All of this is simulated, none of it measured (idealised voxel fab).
Presented below is a process module, voxel ribs on slabs.
FYI the section here is cut, 200 nm wide, cells are 5 nm squares.
How to read a cross-section here: the picture is a grid of square cells, written as bands going from the top down, and any band can span one or more rows of cells. Heads up on the band format: heights come first, top then bottom, in nm. After that it's the materials left to right, each with its width in nm. A single material flagged "everywhere" fills the whole band edge to edge, and "air" means there's empty space there. Convention: height 0 is the level below which the wafer, as received, is all one material. The lowest band does not terminate at the bottom but continues downward, represented as "0 -> down". A width given as "30 to 40" starts at the first number in the band's top row and ends at the second number in its bottom row, shifting by an equal amount at every step from row to row. Where a step carries "changes: none", the cross-section came out of it unchanged, cell for cell. The list in "Fully sealed cavities" covers empty spaces of 8 cells or more that cannot reach the top through any open way, and it gives each as width x height at distance; the distance is from the left edge, and width, height and distance are in nm. Read whatever lies past the settings on a step's line as the simulator's own remark about the step. A step's line can hold "overlay nm"; with a mask on that step, the setting says how far right of the planned place the mask lay, while a negative setting says it lay to the left.

List of planned process steps:
| 1 | RECEIVE [material Si] |
| 2 | DIRECTIONAL_DEP [material SiO2] [thk nm 30] |
| 3 | DIRECTIONAL_DEP [material SiN] [thk nm 15] |
| 4 | PATTERN [tone cover] [mask id RIB] [material resist] [width nm 30] [thk nm 20] [overlay nm 0] |
| 5 | DIRECTIONAL_ETCH [etch materials SiN] [depth nm 5] |
| 6 | STRIP [etch materials resist] |
| 7 | PATTERN [tone cover] [mask id SLAB] [material resist] [width nm 70] [thk nm 20] [overlay nm 0] |
| 8 | DIRECTIONAL_ETCH [etch materials SiN] [depth nm 10] |
| 9 | STRIP [etch materials resist] |
| 10 | FILL_DEP [material SiO2] [thk nm 25] |
| 11 | CMP [height nm 60] |
| 12 | DIRECTIONAL_DEP [material TiN] [thk nm 5] |
| 13 | PATTERN [tone cover] [mask id HEATER] [material resist] [width nm 40] [thk nm 15] [overlay nm 0] |
| 14 | DIRECTIONAL_ETCH [etch materials TiN] [depth nm 5] |
| 15 | STRIP [etch materials resist] |
| 16 | CONFORMAL_DEP [material SiO2] [thk nm 10] |

This is the cross-section of the wafer as we received it, i.e. after step 1:
- 0 -> down: Si everywhere
- Fully sealed cavities: none

First of two wafers: cross-section at end of module, run per plan:
- 75 -> 70: air=70, SiO2=60, air=70
- 70 -> 65: SiO2 everywhere
- 65 -> 60: SiO2=80, TiN=40, SiO2=80
- 60 -> 45: SiO2 everywhere
- 45 -> 40: SiO2=85, SiN=30, SiO2=85
- 40 -> 30: SiO2=65, SiN=70, SiO2=65
- 30 -> 0: SiO2 everywhere
- 0 -> down: Si everywhere
- Fully sealed cavities: none

Wafer two, sectioned after the module: the first wafer's start, the first wafer's plan, and one mistake in how it was run:
- 75 -> 70: air=70, SiO2=60, air=70
- 70 -> 65: SiO2 everywhere
- 65 -> 60: SiO2=80, TiN=40, SiO2=80
- 60 -> 45: SiO2 everywhere
- 45 -> 40: SiO2=65, SiN=20, SiO2=30, SiN=20, SiO2=65
- 40 -> 35: SiO2=65, SiN=70, SiO2=65
- 35 -> 30: SiN everywhere
- 30 -> 0: SiO2 everywhere
- 0 -> down: Si everywhere
- Fully sealed cavities: none
The plan and the run diverged here: note that step 4 departed from the planned setting and was carried out as PATTERN [tone open] [mask id RIB] [material resist] [width nm 30] [thk nm 20] [overlay nm 0]
In the final state, the cell counts of the second wafer exceed or fall short of those of the first for the following materials: SiN +28; SiO2 -28
